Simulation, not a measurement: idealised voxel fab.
Presented below is a process module, voxel self aligned contacts.
In the cross-section labelled cut, the width is 250 nm and each square cell is 5 nm.
A cross-section is written here as square cells arranged in a grid, and it is given in bands from the top down, each band taking up one or more rows of cells. Look at the band entry: it leads with the top's height and the bottom's height in nm. Then it lists the materials left to right, with a width in nm for each. The word "everywhere" on a single material says that material fills the band edge to edge. The word "empty" is empty space. Where do heights start? At 0: under that level the wafer as delivered is made of one material only. And the lowest band has no floor; it just carries on downward, as in "0 and below". Per-row width for "30->40": begins at first number (top row of band), ends at second number (bottom row), increment between rows held constant. It should be understood that the words "remained unchanged", when stated for a given step, signify that the cross-section underwent no change in any of its cells during that step. "Enclosed voids": empty spaces of 8 cells or more with no open way to the top, each given as width x height at distance, distance from the left edge, all in nm. What comes after the settings on a step's line is commentary from the simulator itself on that step. Steps that use a mask can have "overlay nm" on their line. It says how far the mask sat to the right of where it was meant to be. Negative means to the left.
Steps in the process plan
1 RECEIVE with material Si
2 OXIDIZE with depth nm 5
3 DIRECTIONAL_DEP with material polySi, thk nm 25
4 DIRECTIONAL_DEP with material SiN, thk nm 15
5 PATTERN with tone cover, mask id GATE, material resist, width nm 25, pitch nm 60, thk nm 20, overlay nm 0
6 DIRECTIONAL_ETCH with etch materials SiN, depth nm 15
7 DIRECTIONAL_ETCH with etch materials polySi, depth nm 25
8 STRIP with etch materials resist
9 CONFORMAL_DEP with material SiN, thk nm 5
10 DIRECTIONAL_ETCH with etch materials SiN, depth nm 5
11 FILL_DEP with material SiO2, thk nm 20
12 CMP with height nm 50
13 DIRECTIONAL_DEP with material aC, thk nm 10
14 PATTERN with tone open, mask id CONTACT, material resist, width nm 45, thk nm 30, overlay nm 0
15 DIRECTIONAL_ETCH with etch materials aC, depth nm 10
16 STRIP with etch materials resist
17 DIRECTIONAL_ETCH with etch materials SiO2, depth nm 55
18 STRIP with etch materials aC
19 CONFORMAL_DEP with material TiN, thk nm 5
20 FILL_DEP with material W, thk nm 5
21 CMP with height nm 50
22 CONFORMAL_DEP with material SiN, thk nm 5
Don't read the plan's width nm for step 5 as applying to every wafer: that's the first wafer's value, and the wafers differ in it, though they all start identical.
As-received state after step 1, first of several wafers, cross-section
    0 and below  Si everywhere
    Enclosed voids: none
At the end of the module, after its last step, step 22, the first of several wafers appears in cross-section as follows
    55 down to 50  SiN everywhere
    50 down to 40  SiO2 100; TiN 5->15; W 35->15; TiN 5->15; SiO2 105
    40 down to 25  SiO2 75; SiN 35; TiN 5; W 15; TiN 5; SiN 35; SiO2 80
    25 down to 0  SiO2 75; SiN 5; polySi 25; SiN 5; TiN 5; W 15; TiN 5; SiN 5; polySi 25; SiN 5; SiO2 80
    0 down to -5  SiO2 110; TiN 25; SiO2 115
    -5 and below  Si everywhere
    Enclosed voids: none
At the end of the module, the last of several wafers in cross-section
    55 down to 50  SiN everywhere
    50 down to 45  SiO2 100; TiN 5; W 35; TiN 5; SiO2 105
    45 down to 40  SiO2 100; TiN 45; SiO2 105
    40 down to 25  SiO2 65; SiN 55; TiN 5; SiN 55; SiO2 70
    25 down to 0  SiO2 65; SiN 5; polySi 45; SiN 5; TiN 5; SiN 5; polySi 45; SiN 5; SiO2 70
    0 down to -5  SiO2 120; TiN 5; SiO2 125
    -5 and below  Si everywhere
    Enclosed voids: none
The following table contains a row per wafer, in which are reported, at the conclusion of the module, the cells of each material gained (+) or lost (-) since the wafer's receipt, with its closed voids given thereafter
width nm 25, -50 Si, +112 SiN, +375 SiO2, +29 TiN, +34 W, +50 polySi, Enclosed voids: none
width nm 30, -50 Si, +118 SiN, +368 SiO2, +29 TiN, +25 W, +60 polySi, Enclosed voids: none
width nm 35, -50 Si, +124 SiN, +361 SiO2, +29 TiN, +16 W, +70 polySi, Enclosed voids: none
width nm 40, -50 Si, +130 SiN, +354 SiO2, +29 TiN, +7 W, +80 polySi, Enclosed voids: none
width nm 45, -50 Si, +136 SiN, +347 SiO2, +20 TiN, +7 W, +90 polySi, Enclosed voids: none
